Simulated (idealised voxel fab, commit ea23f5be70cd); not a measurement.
The following is a process module called voxel double patterning.
It is cross-section cut that appears here, measuring 230 nm in width, its square cells being 5 nm in size.
How to read a cross-section here: the picture is a grid of square cells, written as bands going from the top down, and any band can span one or more rows of cells.
Heads up on the band format: heights come first, top then bottom, in nm. After that it's the materials left to right, each with its width in nm. A single material flagged "all across" fills the whole band edge to edge, and "blank" means there's empty space there.
Convention: height 0 is the level below which the wafer, as received, is all one material. The lowest band does not terminate at the bottom but continues downward, represented as "0 nm and below".
A width given as "30 to 40" starts at the first number in the band's top row and ends at the second number in its bottom row, shifting by an equal amount at every step from row to row.
Where a step carries "all unchanged", the cross-section came out of it unchanged, cell for cell.
Reported under the label "Closed void catalog" are the empty spaces having no open way to the top and comprising 8 cells or more; the notation for each is width x height at distance, in which the distance is measured from the left edge and all three values are in nm.
Where a step's line continues beyond its settings, the continuation is a remark by the simulator itself on that step.
Among the settings permitted on a step's line is "overlay nm"; applied to a step with a mask, it specifies the extent to which the mask lay to the right of its planned position, whereas a negative figure signifies a position to the left.

**Planned step list for the process**
- 1: RECEIVE [material Si]
- 2: CONFORMAL_DEP [material SiO2] [thk nm 10]
- 3: DIRECTIONAL_DEP [material W] [thk nm 15]
- 4: DIRECTIONAL_DEP [material SiCN] [thk nm 5]
- 5: MASKED_ETCH [tone open] [mask id FIRST] [width nm 15] [pitch nm 50] [etch materials SiCN] [depth nm 5] [overlay nm 0]
- 6: DIRECTIONAL_DEP [material aC] [thk nm 10]
- 7: PATTERN [tone open] [mask id SECOND] [material resist] [width nm 15] [pitch nm 50] [thk nm 30] [overlay nm 0]
- 8: DIRECTIONAL_ETCH [etch materials aC] [depth nm 10]
- 9: STRIP [etch materials resist]
- 10: DIRECTIONAL_ETCH [etch materials SiCN] [depth nm 5]
- 11: STRIP [etch materials aC]
- 12: DIRECTIONAL_ETCH [etch materials W] [depth nm 15]
- 13: STRIP [etch materials SiCN]

**First of two wafers - as planned**

**Cross-section of the wafer at receipt, which is the condition after step 1**
> 0 nm and below | Si all across
> Closed void catalog: none

**State of the wafer after step 2, shown in cross-section**
> 10 nm to 0 nm | SiO2 all across
> For the remainder of the cross-section, below 0, there is no change.

**State of the wafer after step 3, shown in cross-section**
> 25 nm to 10 nm | W all across
> For the remainder of the cross-section, below 10, there is no change.

**State of the wafer after step 4, shown in cross-section**
> 30 nm to 25 nm | SiCN all across
> For the remainder of the cross-section, below 25, there is no change.

**State of the wafer after step 5, shown in cross-section**
> 30 nm to 25 nm | SiCN: 55, blank: 15, SiCN: 35, blank: 15, SiCN: 35, blank: 15, SiCN: 60
> For the remainder of the cross-section, below 25, there is no change.

**State of the wafer after step 6, shown in cross-section**
> 40 nm to 35 nm | aC: 55, blank: 15, aC: 35, blank: 15, aC: 35, blank: 15, aC: 60
> 35 nm to 30 nm | aC all across
> 30 nm to 25 nm | SiCN: 55, aC: 15, SiCN: 35, aC: 15, SiCN: 35, aC: 15, SiCN: 60
> For the remainder of the cross-section, below 25, there is no change.

**State of the wafer after step 7, shown in cross-section**
> 70 nm to 40 nm | resist: 80, blank: 15, resist: 35, blank: 15, resist: 85
> 40 nm to 35 nm | aC: 55, resist: 15, aC: 35, resist: 15, aC: 35, resist: 15, aC: 60
> For the remainder of the cross-section, below 35, there is no change.

**State of the wafer after step 8, shown in cross-section**
> 60 nm to 40 nm | resist: 80, blank: 15, resist: 35, blank: 15, resist: 85
> 40 nm to 35 nm | aC: 55, resist: 15, aC: 10, blank: 15, aC: 10, resist: 15, aC: 10, blank: 15, aC: 10, resist: 15, aC: 60
> 35 nm to 30 nm | aC: 80, blank: 15, aC: 35, blank: 15, aC: 85
> For the remainder of the cross-section, below 30, there is no change.

**State of the wafer after step 9, shown in cross-section**
> 40 nm to 35 nm | aC: 55, blank: 15, aC: 10, blank: 15, aC: 10, blank: 15, aC: 10, blank: 15, aC: 10, blank: 15, aC: 60
> For the remainder of the cross-section, below 35, there is no change.

**State of the wafer after step 10, shown in cross-section**
> 40 nm to 35 nm | aC: 55, blank: 15, aC: 10, blank: 15, aC: 10, blank: 15, aC: 10, blank: 15, aC: 10, blank: 15, aC: 60
> 35 nm to 30 nm | aC: 80, blank: 15, aC: 35, blank: 15, aC: 85
> 30 nm to 25 nm | SiCN: 55, aC: 15, SiCN: 10, blank: 15, SiCN: 10, aC: 15, SiCN: 10, blank: 15, SiCN: 10, aC: 15, SiCN: 60
> For the remainder of the cross-section, below 25, there is no change.

**State of the wafer after step 11, shown in cross-section**
> 30 nm to 25 nm | SiCN: 55, blank: 15, SiCN: 10, blank: 15, SiCN: 10, blank: 15, SiCN: 10, blank: 15, SiCN: 10, blank: 15, SiCN: 60
> For the remainder of the cross-section, below 25, there is no change.

**State of the wafer after step 12, shown in cross-section**
> 30 nm to 25 nm | SiCN: 55, blank: 15, SiCN: 10, blank: 15, SiCN: 10, blank: 15, SiCN: 10, blank: 15, SiCN: 10, blank: 15, SiCN: 60
> 25 nm to 10 nm | W: 55, blank: 15, W: 10, blank: 15, W: 10, blank: 15, W: 10, blank: 15, W: 10, blank: 15, W: 60
> For the remainder of the cross-section, below 10, there is no change.

**State of the wafer after step 13, shown in cross-section**
> 25 nm to 10 nm | W: 55, blank: 15, W: 10, blank: 15, W: 10, blank: 15, W: 10, blank: 15, W: 10, blank: 15, W: 60
> For the remainder of the cross-section, below 10, there is no change.

**The second wafer: identical to the first at the outset and in its planned sequence, differing only in that one mistake was made during processing; up to and including step 1, its path is the first wafer's path**

At the planned end of step 2, the second wafer in cross-section: all unchanged

**At the planned end of step 3, the second wafer in cross-section**
> 15 nm to 0 nm | W all across
> For the remainder of the cross-section, below 0, there is no change.

**At the planned end of step 4, the second wafer in cross-section**
> 20 nm to 15 nm | SiCN all across
> For the remainder of the cross-section, below 15, there is no change.

**At the planned end of step 5, the second wafer in cross-section**
> 20 nm to 15 nm | SiCN: 55, blank: 15, SiCN: 35, blank: 15, SiCN: 35, blank: 15, SiCN: 60
> For the remainder of the cross-section, below 15, there is no change.

**At the planned end of step 6, the second wafer in cross-section**
> 30 nm to 25 nm | aC: 55, blank: 15, aC: 35, blank: 15, aC: 35, blank: 15, aC: 60
> 25 nm to 20 nm | aC all across
> 20 nm to 15 nm | SiCN: 55, aC: 15, SiCN: 35, aC: 15, SiCN: 35, aC: 15, SiCN: 60
> For the remainder of the cross-section, below 15, there is no change.

**At the planned end of step 7, the second wafer in cross-section**
> 60 nm to 30 nm | resist: 80, blank: 15, resist: 35, blank: 15, resist: 85
> 30 nm to 25 nm | aC: 55, resist: 15, aC: 35, resist: 15, aC: 35, resist: 15, aC: 60
> For the remainder of the cross-section, below 25, there is no change.

**At the planned end of step 8, the second wafer in cross-section**
> 50 nm to 30 nm | resist: 80, blank: 15, resist: 35, blank: 15, resist: 85
> 30 nm to 25 nm | aC: 55, resist: 15, aC: 10, blank: 15, aC: 10, resist: 15, aC: 10, blank: 15, aC: 10, resist: 15, aC: 60
> 25 nm to 20 nm | aC: 80, blank: 15, aC: 35, blank: 15, aC: 85
> For the remainder of the cross-section, below 20, there is no change.

**At the planned end of step 9, the second wafer in cross-section**
> 30 nm to 25 nm | aC: 55, blank: 15, aC: 10, blank: 15, aC: 10, blank: 15, aC: 10, blank: 15, aC: 10, blank: 15, aC: 60
> For the remainder of the cross-section, below 25, there is no change.

**At the planned end of step 10, the second wafer in cross-section**
> 30 nm to 25 nm | aC: 55, blank: 15, aC: 10, blank: 15, aC: 10, blank: 15, aC: 10, blank: 15, aC: 10, blank: 15, aC: 60
> 25 nm to 20 nm | aC: 80, blank: 15, aC: 35, blank: 15, aC: 85
> 20 nm to 15 nm | SiCN: 55, aC: 15, SiCN: 10, blank: 15, SiCN: 10, aC: 15, SiCN: 10, blank: 15, SiCN: 10, aC: 15, SiCN: 60
> For the remainder of the cross-section, below 15, there is no change.

**At the planned end of step 11, the second wafer in cross-section**
> 20 nm to 15 nm | SiCN: 55, blank: 15, SiCN: 10, blank: 15, SiCN: 10, blank: 15, SiCN: 10, blank: 15, SiCN: 10, blank: 15, SiCN: 60
> For the remainder of the cross-section, below 15, there is no change.

**At the planned end of step 12, the second wafer in cross-section**
> 20 nm to 15 nm | SiCN: 55, blank: 15, SiCN: 10, blank: 15, SiCN: 10, blank: 15, SiCN: 10, blank: 15, SiCN: 10, blank: 15, SiCN: 60
> 15 nm to 0 nm | W: 55, blank: 15, W: 10, blank: 15, W: 10, blank: 15, W: 10, blank: 15, W: 10, blank: 15, W: 60
> For the remainder of the cross-section, below 0, there is no change.

**At the planned end of step 13, the second wafer in cross-section**
> 15 nm to 0 nm | W: 55, blank: 15, W: 10, blank: 15, W: 10, blank: 15, W: 10, blank: 15, W: 10, blank: 15, W: 60
> For the remainder of the cross-section, below 0, there is no change.
Deviation noted in wafer processing: step 2 was left out
Heads up, by the end the second wafer has more or fewer cells of some materials compared to the first: SiO2 -92
